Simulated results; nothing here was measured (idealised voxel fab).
process module | voxel double patterning
cross-section cut | 175 nm wide | cells 5 nm
A cross-section is a grid of square cells, given in bands from the top down. A band is one or more rows of cells.
Each band's line starts with the height of the band's top and of its bottom, in nm. Then come its materials from left to right, each with its width in nm. One material with "throughout" fills the band from edge to edge. "air" is empty space.
Height 0 is the level under which the wafer as received is all one material. The lowest band goes on downwards, as in "0 down".
A width such as "30 to 40" changes by the same amount from each row of cells to the next, from the band's top row to its bottom row.
"no change" after a step means that no cell of the cross-section changed.
closed voids: empty space of 8 cells or more with no open way to the top, each as width x height at its distance from the left edge, in nm
after a step's settings: what the simulator itself notes on the step
overlay nm, on a step with a mask: how far to the right of its planned place the mask lay; to the left if negative
plan
1 op RECEIVE | material Si
2 op CONFORMAL_DEP | material SiN | thk nm 10
3 op DIRECTIONAL_DEP | material SiO2 | thk nm 20
4 op DIRECTIONAL_DEP | material SiCN | thk nm 10
5 op MASKED_ETCH | tone open | mask id FIRST | width nm 15 | pitch nm 50 | etch materials SiCN | depth nm 10 | overlay nm 0
6 op DIRECTIONAL_DEP | material aC | thk nm 15
7 op PATTERN | tone open | mask id SECOND | material resist | width nm 15 | thk nm 35 | overlay nm -15
8 op DIRECTIONAL_ETCH | etch materials aC | depth nm 15
9 op STRIP | etch materials resist
10 op DIRECTIONAL_ETCH | etch materials SiCN | depth nm 10
11 op STRIP | etch materials aC
12 op DIRECTIONAL_ETCH | etch materials SiO2 | depth nm 20
13 op STRIP | etch materials SiCN
varied across the wafers: overlay nm of step 7. The plan shows the first wafer's value. All wafers start alike
first wafer as received, after step 1
  0 down: Si throughout
  closed voids: none
each wafer at the end: cells of each material gained (+) or lost (-) since it was received, then its closed voids
overlay nm -15 | +70 SiN | +108 SiO2 | closed voids: none
overlay nm -10 | +70 SiN | +104 SiO2 | closed voids: none
overlay nm -5 | +70 SiN | +104 SiO2 | closed voids: none
overlay nm 0 | +70 SiN | +104 SiO2 | closed voids: none
overlay nm 5 | +70 SiN | +104 SiO2 | closed voids: none
overlay nm 10 | +70 SiN | +104 SiO2 | closed voids: none
overlay nm 15 | +70 SiN | +108 SiO2 | closed voids: none
